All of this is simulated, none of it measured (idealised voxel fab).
Module name: voxel self aligned vias (process module)
cross-section cut | 220 nm wide | cells 5 nm
Cross-section format: a grid of square cells, given as bands from top to bottom; each band is one or more rows of cells.
The entry gives the band's vertical extent as a top height and a bottom height in nm, then its horizontal make-up as materials from left to right, each with a width in nm. "empty" stands for empty space; a single material marked "everywhere" fills the band edge to edge.
A quick word on heights: they are counted from 0, and under that level the wafer as it came to us is one material throughout. The lowest band is different from the rest in having no bottom; it simply continues downward, written as in "z 0 and below".
The width entry "30..40" should be interpreted row by row: the top row of cells in the band takes the first number, the bottom row takes the second number, and the change between adjacent rows is uniform throughout.
Given "same as before" for a step, no cell of the cross-section differs between before and after that step.
"Sealed void inventory" - sealed voids, min. 8 cells, no opening to top; format: width x height at distance (distance from left edge; nm throughout).
Past the settings on a step's line: simulator remark, on that step.
When a step includes a mask, the "overlay nm" setting on its line states how far to the right of its planned place that mask lay, and negative values state how far to the left.

**plan**
1. RECEIVE with material Si
2. CONFORMAL_DEP with material SiO2, thk nm 15
3. CONFORMAL_DEP with material SiCN, thk nm 5
4. DIRECTIONAL_DEP with material lowk, thk nm 30
5. DIRECTIONAL_DEP with material aC, thk nm 15
6. PATTERN with tone open, mask id LINES, material resist, width nm 20, pitch nm 65, thk nm 35, overlay nm 0
7. DIRECTIONAL_ETCH with etch materials aC, depth nm 15
8. STRIP with etch materials resist
9. DIRECTIONAL_ETCH with etch materials lowk, depth nm 30
10. STRIP with etch materials aC
11. CONFORMAL_DEP with material TiN, thk nm 5
12. FILL_DEP with material W, thk nm 5
13. CMP with height nm 50
14. SELECTIVE_ETCH with etch materials W Ru TiN, depth nm 5
15. FILL_DEP with material SiN, thk nm 5
16. CMP with height nm 50
17. DIRECTIONAL_DEP with material lowk, thk nm 15
18. MASKED_ETCH with tone open, mask id VIAS, width nm 40, pitch nm 65, etch materials lowk, depth nm 15, overlay nm 0
19. MASKED_ETCH with tone open, mask id VIAS, width nm 40, pitch nm 65, etch materials SiN, depth nm 5, overlay nm 0
20. CONFORMAL_DEP with material TiN, thk nm 5
21. FILL_DEP with material Cu, thk nm 5
22. CMP with height nm 65
23. CONFORMAL_DEP with material SiN, thk nm 5

**The first of two wafers, run as planned**

**Wafer cross-section on receipt, i.e. after step 1**
- z 0 and below: Si everywhere
- Sealed void inventory: none

**Cross-section of the wafer after step 2**
- z 15 to 0: SiO2 everywhere
- Under the height 0 nothing was changed.

**Cross-section of the wafer after step 3**
- z 20 to 15: SiCN everywhere
- Under the height 15 nothing was changed.

**Cross-section of the wafer after step 4**
- z 50 to 20: lowk everywhere
- Under the height 20 nothing was changed.

**Cross-section of the wafer after step 5**
- z 65 to 50: aC everywhere
- Under the height 50 nothing was changed.

**Cross-section of the wafer after step 6**
- z 100 to 65: 65 resist; 20 empty; 45 resist; 20 empty; 70 resist
- Under the height 65 nothing was changed.

**Cross-section of the wafer after step 7**
- z 85 to 65: 65 resist; 20 empty; 45 resist; 20 empty; 70 resist
- z 65 to 50: 65 aC; 20 empty; 45 aC; 20 empty; 70 aC
- Under the height 50 nothing was changed.

**Cross-section of the wafer after step 8**
- z 65 to 50: 65 aC; 20 empty; 45 aC; 20 empty; 70 aC
- Under the height 50 nothing was changed.

**Cross-section of the wafer after step 9**
- z 65 to 50: 65 aC; 20 empty; 45 aC; 20 empty; 70 aC
- z 50 to 20: 65 lowk; 20 empty; 45 lowk; 20 empty; 70 lowk
- Under the height 20 nothing was changed.

**Cross-section of the wafer after step 10**
- z 50 to 20: 65 lowk; 20 empty; 45 lowk; 20 empty; 70 lowk
- Under the height 20 nothing was changed.

**Cross-section of the wafer after step 11**
- z 55 to 50: 70 TiN; 10 empty; 55 TiN; 10 empty; 75 TiN
- z 50 to 25: 65 lowk; 5 TiN; 10 empty; 5 TiN; 45 lowk; 5 TiN; 10 empty; 5 TiN; 70 lowk
- z 25 to 20: 65 lowk; 20 TiN; 45 lowk; 20 TiN; 70 lowk
- Under the height 20 nothing was changed.

**Cross-section of the wafer after step 12**
- z 60 to 55: W everywhere
- z 55 to 50: 70 TiN; 10 W; 55 TiN; 10 W; 75 TiN
- z 50 to 25: 65 lowk; 5 TiN; 10 W; 5 TiN; 45 lowk; 5 TiN; 10 W; 5 TiN; 70 lowk
- Under the height 25 nothing was changed.

**Cross-section of the wafer after step 13**
- z 50 to 25: 65 lowk; 5 TiN; 10 W; 5 TiN; 45 lowk; 5 TiN; 10 W; 5 TiN; 70 lowk
- Under the height 25 nothing was changed.

**Cross-section of the wafer after step 14**
- z 50 to 45: 65 lowk; 20 empty; 45 lowk; 20 empty; 70 lowk
- Under the height 45 nothing was changed.

**Cross-section of the wafer after step 15**
- z 55 to 50: SiN everywhere
- z 50 to 45: 65 lowk; 20 SiN; 45 lowk; 20 SiN; 70 lowk
- Under the height 45 nothing was changed.

**Cross-section of the wafer after step 16**
- z 50 to 45: 65 lowk; 20 SiN; 45 lowk; 20 SiN; 70 lowk
- Under the height 45 nothing was changed.

**Cross-section of the wafer after step 17**
- z 65 to 50: lowk everywhere
- Under the height 50 nothing was changed.

**Cross-section of the wafer after step 18**
- z 65 to 50: 55 lowk; 40 empty; 25 lowk; 40 empty; 60 lowk
- Under the height 50 nothing was changed.

**Cross-section of the wafer after step 19**
- z 65 to 50: 55 lowk; 40 empty; 25 lowk; 40 empty; 60 lowk
- z 50 to 45: 65 lowk; 20 empty; 45 lowk; 20 empty; 70 lowk
- Under the height 45 nothing was changed.

**Cross-section of the wafer after step 20**
- z 70 to 65: 60 TiN; 30 empty; 35 TiN; 30 empty; 65 TiN
- z 65 to 55: 55 lowk; 5 TiN; 30 empty; 5 TiN; 25 lowk; 5 TiN; 30 empty; 5 TiN; 60 lowk
- z 55 to 50: 55 lowk; 15 TiN; 10 empty; 15 TiN; 25 lowk; 15 TiN; 10 empty; 15 TiN; 60 lowk
- z 50 to 45: 65 lowk; 20 TiN; 45 lowk; 20 TiN; 70 lowk
- Under the height 45 nothing was changed.

**Cross-section of the wafer after step 21**
- z 75 to 70: Cu everywhere
- z 70 to 65: 60 TiN; 30 Cu; 35 TiN; 30 Cu; 65 TiN
- z 65 to 55: 55 lowk; 5 TiN; 30 Cu; 5 TiN; 25 lowk; 5 TiN; 30 Cu; 5 TiN; 60 lowk
- z 55 to 50: 55 lowk; 15 TiN; 10 Cu; 15 TiN; 25 lowk; 15 TiN; 10 Cu; 15 TiN; 60 lowk
- Under the height 50 nothing was changed.

**Cross-section of the wafer after step 22**
- z 65 to 55: 55 lowk; 5 TiN; 30 Cu; 5 TiN; 25 lowk; 5 TiN; 30 Cu; 5 TiN; 60 lowk
- Under the height 55 nothing was changed.

**Cross-section of the wafer after step 23**
- z 70 to 65: SiN everywhere
- Under the height 65 nothing was changed.

**Second wafer. Start and plan as for the first. One mistake made in running. Agrees with the first up to and including step 21**

**Planned end of step 22: second wafer, cross-section**
- z 70 to 65: 60 TiN; 30 Cu; 35 TiN; 30 Cu; 65 TiN
- Under the height 65 nothing was changed.

**Planned end of step 23: second wafer, cross-section**
- z 75 to 70: SiN everywhere
- Under the height 70 nothing was changed.
what went wrong: step 22, actual vs plan mismatch, actual run CMP with height nm 70
Final tally in cells, some materials are higher or lower on the second wafer than on the first: Cu: 12 more, TiN: 32 more
